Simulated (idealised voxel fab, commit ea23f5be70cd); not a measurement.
The process module that follows is named voxel released beams.
Square cells of 5 nm make up the cross-section cut, whose width is 280 nm.
A cross-section is written here as square cells arranged in a grid, and it is given in bands from the top down, each band taking up one or more rows of cells.
Heads up on the band format: heights come first, top then bottom, in nm. After that it's the materials left to right, each with its width in nm. A single material flagged "full width" fills the whole band edge to edge, and "empty" means there's empty space there.
Heads up on the height convention: 0 is the point under which the incoming wafer is all one material, and the lowest band has no bottom, it just keeps going down, like "0..down".
Note: "30->40" means the width goes from the first number (top row of the band) to the second number (bottom row) in equal steps per row of cells.
"identical to before" after a step means that no cell of the cross-section changed.
Voids not open to the top, 8 cells minimum: see "Enclosed voids". Written width x height at distance; distance is from the left edge; nm.
On a step's line, text after the settings is the simulator commenting on that step.
When a step includes a mask, the "overlay nm" setting on its line states how far to the right of its planned place that mask lay, and negative values state how far to the left.
**Below is the list of planned process steps**
1) RECEIVE | material Si
2) CONFORMAL_DEP | material SiN | thk nm 10
3) DIRECTIONAL_DEP | material SiO2 | thk nm 15
4) DIRECTIONAL_DEP | material aC | thk nm 5
5) PATTERN | tone open | mask id ANCHOR | material resist | width nm 35 | thk nm 30 | overlay nm 0
6) DIRECTIONAL_ETCH | etch materials aC | depth nm 10
7) STRIP | etch materials resist
8) DIRECTIONAL_ETCH | etch materials SiO2 | depth nm 15
9) STRIP | etch materials aC
10) CONFORMAL_DEP | material W | thk nm 10
11) MASKED_ETCH | tone cover | mask id BEAM | width nm 120 | etch materials W | depth nm 10 | overlay nm 0
12) STRIP | etch materials SiO2
Wafer-to-wafer difference: thk nm, step 4. Common start. Plan = first wafer's value.
**First of several wafers, received after step 1, in cross-section**
	0..down | Si full width
	Enclosed voids: none
**first wafer at the end, after step 12**
	35..25 | empty: 75 | W: 15 | empty: 15 | W: 90 | empty: 85
	25..20 | empty: 80 | W: 10 | empty: 15 | W: 10 | empty: 165
	20..10 | empty: 80 | W: 35 | empty: 165
	10..0 | SiN full width
	0..down | Si full width
	Enclosed voids: none
**The final wafer, sectioned at module end**
	10..0 | SiN full width
	0..down | Si full width
	Enclosed voids: none
**Below, a row for every wafer. Read it as the end-of-module picture: for each material the wafer shows its cells gained (+) or lost (-) since it was received, and then its closed voids**
thk nm 5, +112 SiN, +60 W, Enclosed voids: none
thk nm 10, +112 SiN, +60 W, Enclosed voids: none
thk nm 15, +112 SiN, Enclosed voids: none
thk nm 20, +112 SiN, Enclosed voids: none
thk nm 25, +112 SiN, Enclosed voids: none
